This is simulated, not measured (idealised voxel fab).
Process module heading - voxel released beams
Displayed cross-section: cut, width of 260 nm, square cells sized 5 nm.
Think of the cross-section as a grid of square cells. We describe it in bands, top to bottom, and each band covers one or more rows of those cells.
It is stipulated that each band's entry specify, in nanometres, the height of the top of the band and then that of its bottom, followed by the materials of the band in left-to-right sequence, each together with its width in nanometres. A single material marked by the word "everywhere" is understood to fill the band from edge to edge; the word "blank" is understood to denote empty space.
For the purposes of this specification, 0 denotes the height below which the wafer in its as-received condition is composed wholly of one material, and the lowermost band, lacking a lower limit, extends downward without end, as expressed in "0..down".
The width entry "30..40" should be interpreted row by row: the top row of cells in the band takes the first number, the bottom row takes the second number, and the change between adjacent rows is uniform throughout.
"remained unchanged" means the step left every cell of the cross-section as it was.
The entry "Sealed-off cavities" lists the empty spaces that cover at least 8 cells and have no open path to the top. Each is written as width x height at distance, where the distance is measured from the left edge and all three values are in nm.
Past the settings on a step's line: simulator remark, on that step.
The setting "overlay nm" may be written on the line of a step. When the step uses a mask, the value reports how far to the right of the planned place the mask lay, and a negative value reports that it lay to the left.

[The planned process steps are enumerated hereunder]
- 1: RECEIVE (material Si)
- 2: CONFORMAL_DEP (material SiN; thk nm 10)
- 3: DIRECTIONAL_DEP (material SiO2; thk nm 10)
- 4: MASKED_ETCH (tone open; mask id ANCHOR; width nm 40; etch materials SiO2; depth nm 10; overlay nm 0)
- 5: CONFORMAL_DEP (material TiN; thk nm 15)
- 6: DIRECTIONAL_DEP (material aC; thk nm 15)
- 7: PATTERN (tone cover; mask id BEAM; material resist; width nm 110; thk nm 30; overlay nm 0)
- 8: DIRECTIONAL_ETCH (etch materials aC; depth nm 5)
- 9: STRIP (etch materials resist)
- 10: DIRECTIONAL_ETCH (etch materials TiN; depth nm 15)
- 11: STRIP (etch materials aC)
- 12: STRIP (etch materials SiO2)
Among the wafers covered here, the point of difference is the depth nm at step 8; their starting state is shared, and the plan presents the value of the first wafer.

[First of several wafers, received after step 1, in cross-section]
* 0..down | Si everywhere
* Sealed-off cavities: none

[Per-wafer rows below. For each material: cells gained (+) or lost (-) since the wafer was received, as of end of module. Then: closed voids]
depth nm 5; +104 SiN; +88 SiO2; +168 TiN; Sealed-off cavities: none
depth nm 10; +104 SiN; +88 SiO2; +168 TiN; Sealed-off cavities: none
depth nm 15; +104 SiN; +78 TiN; Sealed-off cavities: none
depth nm 20; +104 SiN; +78 TiN; Sealed-off cavities: none
depth nm 25; +104 SiN; +78 TiN; Sealed-off cavities: none
depth nm 30; +104 SiN; +78 TiN; Sealed-off cavities: none
